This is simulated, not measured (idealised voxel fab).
The process module that follows is named voxel released beams.
Pictured: cross-section cut, 285 nm wide, on a grid of 5 nm square cells.
Cross-section spec: square-cell grid; bands listed top down; each band is one or more rows.
Read a band's entry like this: the first values are the height of its top and the height of its bottom in nm, and what follows is the sequence of materials from left to right, each with its width in nm. Note that "empty" is empty space, and that a single material marked "everywhere" reaches across the band from edge to edge.
Heights are measured from 0, the level below which the as-received wafer is all one material; the lowest band has no bottom and continues downward, written as in "0 down".
Graded width ("30 to 40"): value in top row of band = first number; value in bottom row = second number; row-to-row change constant.
What does "no alterations made" mean for a step? It means no cell of the cross-section changed in that step.
"Enclosed internal cavities": empty spaces of 8 cells or more with no open way to the top, each given as width x height at distance, distance from the left edge, all in nm.
Read whatever lies past the settings on a step's line as the simulator's own remark about the step.
overlay nm: on a step with a mask, how far right of its planned place the mask lay; negative means left.

These are the steps we planned for the process:
1: RECEIVE with material Si
2: CONFORMAL_DEP with material Al2O3, thk nm 5
3: DIRECTIONAL_DEP with material SiO2, thk nm 20
4: PATTERN with tone open, mask id ANCHOR, material resist, width nm 35, thk nm 15, overlay nm 0
5: DIRECTIONAL_ETCH with etch materials SiO2, depth nm 20
6: STRIP with etch materials resist
7: CONFORMAL_DEP with material W, thk nm 15
8: MASKED_ETCH with tone cover, mask id BEAM, width nm 95, etch materials W, depth nm 15, overlay nm 0
9: STRIP with etch materials SiO2

First wafer out of two, processed as planned:

Step 1 complete: cross-section of the wafer as received:
    0 down = Si everywhere
    Enclosed internal cavities: none

Take a look at the wafer's cross-section after step 2:
    5 to 0 = Al2O3 everywhere
    Anything lower than 0 is untouched.

Take a look at the wafer's cross-section after step 3:
    25 to 5 = SiO2 everywhere
    Anything lower than 5 is untouched.

Take a look at the wafer's cross-section after step 4:
    40 to 25 = 95 resist / 35 empty / 155 resist
    Anything lower than 25 is untouched.

Take a look at the wafer's cross-section after step 5:
    40 to 25 = 95 resist / 35 empty / 155 resist
    25 to 5 = 95 SiO2 / 35 empty / 155 SiO2
    Anything lower than 5 is untouched.

Take a look at the wafer's cross-section after step 6:
    25 to 5 = 95 SiO2 / 35 empty / 155 SiO2
    Anything lower than 5 is untouched.

Take a look at the wafer's cross-section after step 7:
    40 to 25 = 110 W / 5 empty / 170 W
    25 to 20 = 95 SiO2 / 15 W / 5 empty / 15 W / 155 SiO2
    20 to 5 = 95 SiO2 / 35 W / 155 SiO2
    Anything lower than 5 is untouched.

Take a look at the wafer's cross-section after step 8:
    40 to 25 = 90 empty / 20 W / 5 empty / 70 W / 100 empty
    Anything lower than 25 is untouched.

Take a look at the wafer's cross-section after step 9:
    40 to 25 = 90 empty / 20 W / 5 empty / 70 W / 100 empty
    25 to 20 = 95 empty / 15 W / 5 empty / 15 W / 155 empty
    20 to 5 = 95 empty / 35 W / 155 empty
    Anything lower than 5 is untouched.

Wafer two. Identical start, identical plan. One mistake in execution. Identical history through step 3:

At the planned end of step 4, the second wafer in cross-section:
    40 to 25 = 100 resist / 25 empty / 160 resist
    Anything lower than 25 is untouched.

At the planned end of step 5, the second wafer in cross-section:
    40 to 25 = 100 resist / 25 empty / 160 resist
    25 to 5 = 100 SiO2 / 25 empty / 160 SiO2
    Anything lower than 5 is untouched.

At the planned end of step 6, the second wafer in cross-section:
    25 to 5 = 100 SiO2 / 25 empty / 160 SiO2
    Anything lower than 5 is untouched.

At the planned end of step 7, the second wafer in cross-section:
    40 to 25 = W everywhere
    25 to 5 = 100 SiO2 / 25 W / 160 SiO2
    Anything lower than 5 is untouched.

At the planned end of step 8, the second wafer in cross-section:
    40 to 25 = 90 empty / 95 W / 100 empty
    Anything lower than 25 is untouched.

At the planned end of step 9, the second wafer in cross-section:
    40 to 25 = 90 empty / 95 W / 100 empty
    25 to 5 = 100 empty / 25 W / 160 empty
    Anything lower than 5 is untouched.
Which mistake was made when the wafer was run? so step 4 ended up running with a different setting than we planned, it ran as PATTERN with tone open, mask id ANCHOR, material resist, width nm 25, thk nm 15, overlay nm 0
Upon completion, the second wafer contains, in terms of cells, a greater or smaller amount of certain materials than the first wafer: W -4
